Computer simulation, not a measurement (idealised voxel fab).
Herein follows the process module entitled voxel capacitor over wiring.
This is section cut - it's 255 nm across, gridded in 5 nm square cells.
In this document a cross-section is written as a grid of square cells. It is given as a series of bands, listed from the top down, and a band is one or more rows of cells. Each band's line starts with the height of the band's top and of its bottom, in nm. Then come its materials from left to right, each with its width in nm. One material with "throughout" fills the band from edge to edge. "empty" is empty space. Convention: height 0 is the level below which the wafer, as received, is all one material. The lowest band does not terminate at the bottom but continues downward, represented as "0 down". Top row gets the first number, bottom row gets the second, and each row in between changes by the same step: that is how a band width like "30..40" works. No cell of the cross-section changed in a step that is given as "same as before". Listed in "Sealed voids": every empty space of 8 or more cells without an open way to the top. Form: width x height at distance, the distance being from the left edge, all in nm. Where a step's line continues beyond its settings, the continuation is a remark by the simulator itself on that step. The line of a step may include "overlay nm". On a step with a mask, this value is how far to the right of its planned place the mask lay. A negative value means the mask lay to the left.
**Steps in the process plan**
step 1: op RECEIVE | material Si
step 2: op CONFORMAL_DEP | material SiO2 | thk nm 10
step 3: op CONFORMAL_DEP | material SiCN | thk nm 5
step 4: op DIRECTIONAL_DEP | material lowk | thk nm 20
step 5: op DIRECTIONAL_DEP | material aC | thk nm 10
step 6: op PATTERN | tone open | mask id METAL_1 | material resist | width nm 30 | pitch nm 80 | thk nm 25 | overlay nm 0
step 7: op DIRECTIONAL_ETCH | etch materials aC | depth nm 10
step 8: op STRIP | etch materials resist
step 9: op DIRECTIONAL_ETCH | etch materials lowk | depth nm 20
step 10: op DIRECTIONAL_ETCH | etch materials SiCN | depth nm 5
step 11: op STRIP | etch materials aC
step 12: op CONFORMAL_DEP | material TiN | thk nm 5
step 13: op FILL_DEP | material Cu | thk nm 5
step 14: op CMP | height nm 35
step 15: op CONFORMAL_DEP | material SiCN | thk nm 5
step 16: op DIRECTIONAL_DEP | material lowk | thk nm 10
step 17: op MASKED_ETCH | tone open | mask id PLUG_1 | width nm 15 | etch materials lowk | depth nm 10 | overlay nm 0
step 18: op MASKED_ETCH | tone open | mask id PLUG_1 | width nm 15 | etch materials SiCN | depth nm 5 | overlay nm 0
step 19: op EPI | material Ru | thk nm 10
step 20: op EPI | material Ru | thk nm 5
step 21: op DIRECTIONAL_DEP | material TiN | thk nm 10
step 22: op DIRECTIONAL_DEP | material Al2O3 | thk nm 5
step 23: op DIRECTIONAL_DEP | material TiN | thk nm 10
step 24: op PATTERN | tone cover | mask id UPPER_PLATE | material resist | width nm 55 | thk nm 20 | overlay nm -15
step 25: op DIRECTIONAL_ETCH | etch materials TiN | depth nm 10
step 26: op DIRECTIONAL_ETCH | etch materials Al2O3 | depth nm 5
step 27: op STRIP | etch materials resist
step 28: op MASKED_ETCH | tone cover | mask id LOWER_PLATE | width nm 65 | etch materials TiN | depth nm 10 | overlay nm 0
step 29: op FILL_DEP | material SiO2 | thk nm 15
step 30: op CMP | height nm 85
step 31: op MASKED_ETCH | tone open | mask id PLUG_2 | width nm 15 | etch materials SiO2 | depth nm 10 | overlay nm 0
step 32: op CONFORMAL_DEP | material TiN | thk nm 5
step 33: op FILL_DEP | material Ru | thk nm 5
step 34: op CMP | height nm 85
step 35: op CONFORMAL_DEP | material SiN | thk nm 5
Every wafer here starts from the same state; it is the step 24 overlay nm that distinguishes them, and the value the plan gives belongs to the first wafer.
**As received, i.e. after step 1: cross-section through the first of several wafers**
  0 down: Si throughout
  Sealed voids: none
**End of module: cross-section of the first of several wafers after step 35, the last step**
  90 to 85: SiN throughout
  85 to 80: SiO2 95 | TiN 5 | Ru 5 | TiN 5 | SiO2 145
  80 to 75: SiO2 95 | TiN 15 | SiO2 145
  75 to 65: SiO2 80 | TiN 45 | SiO2 130
  65 to 60: SiO2 70 | Al2O3 55 | SiO2 130
  60 to 50: SiO2 70 | TiN 75 | SiO2 110
  50 to 40: lowk 85 | Ru 15 | lowk 155
  40 to 35: SiCN 85 | Ru 15 | SiCN 155
  35 to 15: lowk 70 | TiN 5 | Cu 20 | TiN 5 | lowk 50 | TiN 5 | Cu 20 | TiN 5 | lowk 75
  15 to 10: SiCN 70 | TiN 30 | SiCN 50 | TiN 30 | SiCN 75
  10 to 0: SiO2 throughout
  0 down: Si throughout
  Sealed voids: none
**Of the several wafers, the last: cross-section at the end of the module**
  90 to 85: SiN throughout
  85 to 80: SiO2 95 | TiN 5 | Ru 5 | TiN 5 | SiO2 145
  80 to 75: SiO2 95 | TiN 15 | SiO2 145
  75 to 65: SiO2 100 | TiN 45 | SiO2 110
  65 to 60: SiO2 100 | Al2O3 55 | SiO2 100
  60 to 50: SiO2 80 | TiN 75 | SiO2 100
  50 to 40: lowk 85 | Ru 15 | lowk 155
  40 to 35: SiCN 85 | Ru 15 | SiCN 155
  35 to 15: lowk 70 | TiN 5 | Cu 20 | TiN 5 | lowk 50 | TiN 5 | Cu 20 | TiN 5 | lowk 75
  15 to 10: SiCN 70 | TiN 30 | SiCN 50 | TiN 30 | SiCN 75
  10 to 0: SiO2 throughout
  0 down: Si throughout
  Sealed voids: none
**Tabulated below, wafer by wafer, are the end-of-module results: for each material, the number of cells gained (+) or lost (-) relative to the as-received state, followed by the closed voids**
overlay nm -15, +11 Al2O3, +32 Cu, +10 Ru, +87 SiCN, +51 SiN, +394 SiO2, +81 TiN, +252 lowk, Sealed voids: none
overlay nm -10, +11 Al2O3, +32 Cu, +10 Ru, +87 SiCN, +51 SiN, +394 SiO2, +81 TiN, +252 lowk, Sealed voids: none
overlay nm -5, +11 Al2O3, +32 Cu, +10 Ru, +87 SiCN, +51 SiN, +394 SiO2, +81 TiN, +252 lowk, Sealed voids: none
overlay nm 0, +11 Al2O3, +32 Cu, +10 Ru, +87 SiCN, +51 SiN, +394 SiO2, +81 TiN, +252 lowk, Sealed voids: none
overlay nm 5, +11 Al2O3, +32 Cu, +10 Ru, +87 SiCN, +51 SiN, +394 SiO2, +81 TiN, +252 lowk, Sealed voids: none
overlay nm 10, +11 Al2O3, +32 Cu, +10 Ru, +87 SiCN, +51 SiN, +394 SiO2, +81 TiN, +252 lowk, Sealed voids: none
overlay nm 15, +11 Al2O3, +32 Cu, +10 Ru, +87 SiCN, +51 SiN, +394 SiO2, +81 TiN, +252 lowk, Sealed voids: none
